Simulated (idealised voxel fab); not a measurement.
The following is a process module called voxel wiring stack.
cross-section cut | 220 nm wide | cells 5 nm
For the purposes of this document, a cross-section shall be understood as a grid of square cells, specified as bands listed in top-to-bottom order, each band consisting of one or more rows of cells. Band: top height; bottom height; in nm. Then, left to right: material with width in nm, for each material. "everywhere": a single material spanning edge to edge. "blank": empty space. Heights from 0 (as-received wafer is one material below). Bottom band endless downward, as "0..down". A width given as "30->40" starts at the first number in the band's top row and ends at the second number in its bottom row, shifting by an equal amount at every step from row to row. Step marked "everything unchanged"? Then no cell in the cross-section changed in it. So "Sealed voids" is basically the list of trapped voids: any empty space of 8 cells or more that can't reach the top through an opening. They're written width x height at distance, the distance being from the left edge, and it's all nm. after a step's settings: what the simulator itself notes on the step. "overlay nm" on a masked step: distance the mask lay right of its planned place, negative for left.
Set out below are the planned steps of the process
1) op RECEIVE | material Si
2) op CONFORMAL_DEP | material SiO2 | thk nm 10
3) op CONFORMAL_DEP | material SiN | thk nm 5
4) op DIRECTIONAL_DEP | material lowk | thk nm 25
5) op MASKED_ETCH | tone open | mask id METAL_1 | width nm 25 | pitch nm 45 | etch materials lowk | depth nm 25 | overlay nm 0
6) op MASKED_ETCH | tone open | mask id METAL_1 | width nm 25 | pitch nm 45 | etch materials SiN | depth nm 5 | overlay nm 0
7) op CONFORMAL_DEP | material TiN | thk nm 5
8) op FILL_DEP | material Cu | thk nm 10
9) op CMP | height nm 40
10) op EPI | material Ru | thk nm 5
11) op FILL_DEP | material SiCN | thk nm 5
12) op DIRECTIONAL_DEP | material SiO2 | thk nm 10
13) op PATTERN | tone open | mask id PLUG_1 | material resist | width nm 15 | pitch nm 45 | thk nm 20 | overlay nm 0
14) op DIRECTIONAL_ETCH | etch materials SiO2 | depth nm 10
15) op DIRECTIONAL_ETCH | etch materials SiCN | depth nm 5
16) op STRIP | etch materials resist
17) op EPI | material Ru | thk nm 10
18) op EPI | material Ru | thk nm 5
19) op DIRECTIONAL_DEP | material TiN | thk nm 5
20) op DIRECTIONAL_DEP | material W | thk nm 15
21) op PATTERN | tone cover | mask id METAL_2 | material resist | width nm 25 | pitch nm 45 | thk nm 15 | overlay nm 0
22) op DIRECTIONAL_ETCH | etch materials W | depth nm 15
23) op DIRECTIONAL_ETCH | etch materials TiN | depth nm 5
24) op STRIP | etch materials resist
25) op FILL_DEP | material lowk | thk nm 10
26) op CMP | height nm 80
27) op CONFORMAL_DEP | material SiCN | thk nm 5
28) op DIRECTIONAL_DEP | material lowk | thk nm 20
29) op PATTERN | tone open | mask id PLUG_2 | material resist | width nm 15 | pitch nm 45 | thk nm 15 | overlay nm 0
30) op DIRECTIONAL_ETCH | etch materials lowk | depth nm 20
31) op DIRECTIONAL_ETCH | etch materials SiCN | depth nm 5
32) op STRIP | etch materials resist
33) op EPI | material Ru | thk nm 10
34) op EPI | material Ru | thk nm 10
35) op EPI | material Ru | thk nm 5
36) op CONFORMAL_DEP | material SiCN | thk nm 5
37) op DIRECTIONAL_DEP | material lowk | thk nm 25
38) op MASKED_ETCH | tone open | mask id METAL_3 | width nm 25 | pitch nm 45 | etch materials lowk | depth nm 25 | overlay nm 0
39) op MASKED_ETCH | tone open | mask id METAL_3 | width nm 25 | pitch nm 45 | etch materials SiCN | depth nm 5 | overlay nm 0
40) op CONFORMAL_DEP | material TiN | thk nm 5
41) op FILL_DEP | material Ru | thk nm 10
42) op CMP | height nm 135
43) op CONFORMAL_DEP | material SiCN | thk nm 5
44) op DIRECTIONAL_DEP | material lowk | thk nm 10
45) op MASKED_ETCH | tone open | mask id PLUG_3 | width nm 15 | pitch nm 90 | etch materials lowk | depth nm 10 | overlay nm 0
46) op MASKED_ETCH | tone open | mask id PLUG_3 | width nm 15 | pitch nm 90 | etch materials SiCN | depth nm 5 | overlay nm 0
47) op EPI | material Ru | thk nm 10
48) op EPI | material Ru | thk nm 5
49) op CONFORMAL_DEP | material SiN | thk nm 5
50) op DIRECTIONAL_DEP | material SiO2 | thk nm 25
51) op PATTERN | tone open | mask id METAL_4 | material resist | width nm 25 | pitch nm 45 | thk nm 20 | overlay nm 0
52) op DIRECTIONAL_ETCH | etch materials SiO2 | depth nm 25
53) op DIRECTIONAL_ETCH | etch materials SiN | depth nm 5
54) op STRIP | etch materials resist
55) op CONFORMAL_DEP | material TiN | thk nm 5
56) op FILL_DEP | material Cu | thk nm 10
57) op CMP | height nm 180
58) op EPI | material Ru | thk nm 5
59) op FILL_DEP | material SiCN | thk nm 5
Cross-sectional view of the wafer in its as-received condition, corresponding to the state after step 1
- 0..down | Si everywhere
- Sealed voids: none
First of two wafers at the end of the module, shown in cross-section; run carried out as planned
- 190..185 | SiCN everywhere
- 185..180 | 25 nm SiCN | 35 nm Ru | 10 nm SiCN | 35 nm Ru | 10 nm SiCN | 35 nm Ru | 10 nm SiCN | 35 nm Ru | 25 nm SiCN
- 180..155 | 30 nm SiO2 | 5 nm TiN | 15 nm Cu | 5 nm TiN | 20 nm SiO2 | 5 nm TiN | 15 nm Cu | 5 nm TiN | 20 nm SiO2 | 5 nm TiN | 15 nm Cu | 5 nm TiN | 20 nm SiO2 | 5 nm TiN | 15 nm Cu | 5 nm TiN | 30 nm SiO2
- 155..150 | 30 nm SiN | 25 nm TiN | 20 nm SiN | 25 nm TiN | 20 nm SiN | 25 nm TiN | 20 nm SiN | 25 nm TiN | 30 nm SiN
- 150..140 | 30 nm lowk | 15 nm Ru | 75 nm lowk | 15 nm Ru | 85 nm lowk
- 140..135 | 30 nm SiCN | 15 nm Ru | 75 nm SiCN | 15 nm Ru | 85 nm SiCN
- 135..110 | 30 nm lowk | 5 nm TiN | 15 nm Ru | 5 nm TiN | 20 nm lowk | 5 nm TiN | 15 nm Ru | 5 nm TiN | 20 nm lowk | 5 nm TiN | 15 nm Ru | 5 nm TiN | 20 nm lowk | 5 nm TiN | 15 nm Ru | 5 nm TiN | 30 nm lowk
- 110..105 | 30 nm SiCN | 25 nm TiN | 20 nm SiCN | 25 nm TiN | 20 nm SiCN | 25 nm TiN | 20 nm SiCN | 25 nm TiN | 30 nm SiCN
- 105..85 | 30 nm lowk | 15 nm Ru | 30 nm lowk | 15 nm Ru | 30 nm lowk | 15 nm Ru | 30 nm lowk | 15 nm Ru | 40 nm lowk
- 85..80 | 30 nm SiCN | 15 nm Ru | 30 nm SiCN | 15 nm Ru | 30 nm SiCN | 15 nm Ru | 30 nm SiCN | 15 nm Ru | 40 nm SiCN
- 80..65 | 30 nm lowk | 25 nm W | 20 nm lowk | 25 nm W | 20 nm lowk | 25 nm W | 20 nm lowk | 25 nm W | 30 nm lowk
- 65..60 | 30 nm lowk | 25 nm TiN | 20 nm lowk | 25 nm TiN | 20 nm lowk | 25 nm TiN | 20 nm lowk | 25 nm TiN | 30 nm lowk
- 60..50 | 30 nm SiO2 | 15 nm Ru | 30 nm SiO2 | 15 nm Ru | 30 nm SiO2 | 15 nm Ru | 30 nm SiO2 | 15 nm Ru | 40 nm SiO2
- 50..40 | 30->25 nm SiCN | 15->35 nm Ru | 30->10 nm SiCN | 15->35 nm Ru | 30->10 nm SiCN | 15->35 nm Ru | 30->10 nm SiCN | 15->35 nm Ru | 40->25 nm SiCN
- 40..15 | 30 nm lowk | 5 nm TiN | 15 nm Cu | 5 nm TiN | 20 nm lowk | 5 nm TiN | 15 nm Cu | 5 nm TiN | 20 nm lowk | 5 nm TiN | 15 nm Cu | 5 nm TiN | 20 nm lowk | 5 nm TiN | 15 nm Cu | 5 nm TiN | 30 nm lowk
- 15..10 | 30 nm SiN | 25 nm TiN | 20 nm SiN | 25 nm TiN | 20 nm SiN | 25 nm TiN | 20 nm SiN | 25 nm TiN | 30 nm SiN
- 10..0 | SiO2 everywhere
- 0..down | Si everywhere
- Sealed voids: none
End of module, second wafer, cross-section. Started like the first, planned like the first, run with one mistake
- 190..185 | SiCN everywhere
- 185..180 | 25 nm SiCN | 35 nm Ru | 10 nm SiCN | 35 nm Ru | 10 nm SiCN | 35 nm Ru | 10 nm SiCN | 35 nm Ru | 25 nm SiCN
- 180..155 | 30 nm SiO2 | 5 nm TiN | 15 nm Cu | 5 nm TiN | 20 nm SiO2 | 5 nm TiN | 15 nm Cu | 5 nm TiN | 20 nm SiO2 | 5 nm TiN | 15 nm Cu | 5 nm TiN | 20 nm SiO2 | 5 nm TiN | 15 nm Cu | 5 nm TiN | 30 nm SiO2
- 155..150 | 30 nm SiN | 25 nm TiN | 20 nm SiN | 25 nm TiN | 20 nm SiN | 25 nm TiN | 20 nm SiN | 25 nm TiN | 30 nm SiN
- 150..140 | 30 nm lowk | 15 nm Ru | 75 nm lowk | 15 nm Ru | 85 nm lowk
- 140..135 | 30 nm SiCN | 15 nm Ru | 75 nm SiCN | 15 nm Ru | 85 nm SiCN
- 135..110 | 30 nm lowk | 5 nm TiN | 15 nm Ru | 5 nm TiN | 20 nm lowk | 5 nm TiN | 15 nm Ru | 5 nm TiN | 20 nm lowk | 5 nm TiN | 15 nm Ru | 5 nm TiN | 20 nm lowk | 5 nm TiN | 15 nm Ru | 5 nm TiN | 30 nm lowk
- 110..105 | 30 nm SiCN | 25 nm TiN | 20 nm SiCN | 25 nm TiN | 20 nm SiCN | 25 nm TiN | 20 nm SiCN | 25 nm TiN | 30 nm SiCN
- 105..85 | 30 nm lowk | 15 nm Ru | 30 nm lowk | 15 nm Ru | 30 nm lowk | 15 nm Ru | 30 nm lowk | 15 nm Ru | 40 nm lowk
- 85..80 | 30 nm SiCN | 15 nm Ru | 30 nm SiCN | 15 nm Ru | 30 nm SiCN | 15 nm Ru | 30 nm SiCN | 15 nm Ru | 40 nm SiCN
- 80..65 | 30 nm lowk | 25 nm W | 20 nm lowk | 25 nm W | 20 nm lowk | 25 nm W | 20 nm lowk | 25 nm W | 30 nm lowk
- 65..60 | 30 nm lowk | 25 nm TiN | 20 nm lowk | 25 nm TiN | 20 nm lowk | 25 nm TiN | 20 nm lowk | 25 nm TiN | 30 nm lowk
- 60..50 | 30 nm SiO2 | 15 nm Ru | 30 nm SiO2 | 15 nm Ru | 30 nm SiO2 | 15 nm Ru | 30 nm SiO2 | 15 nm Ru | 40 nm SiO2
- 50..40 | 30->25 nm SiCN | 15->35 nm Ru | 30->10 nm SiCN | 15->35 nm Ru | 30->10 nm SiCN | 15->35 nm Ru | 30->10 nm SiCN | 15->35 nm Ru | 40->25 nm SiCN
- 40..15 | 30 nm lowk | 5 nm TiN | 15 nm Cu | 5 nm TiN | 20 nm lowk | 5 nm TiN | 15 nm Cu | 5 nm TiN | 20 nm lowk | 5 nm TiN | 15 nm Cu | 5 nm TiN | 20 nm lowk | 5 nm TiN | 15 nm Cu | 5 nm TiN | 30 nm lowk
- 15..10 | 30 nm SiN | 25 nm TiN | 20 nm SiN | 25 nm TiN | 20 nm SiN | 25 nm TiN | 20 nm SiN | 25 nm TiN | 30 nm SiN
- 10..0 | Ru everywhere
- 0..down | Si everywhere
- Sealed voids: none
Diagnosis: it should be noted that step 2 was executed with settings other than those planned, the operation and settings actually applied being op CONFORMAL_DEP | material Ru | thk nm 10
FYI, end of process, the second wafer has more or fewer cells of some materials than the first: Ru: 88 more, SiO2: 88 fewer
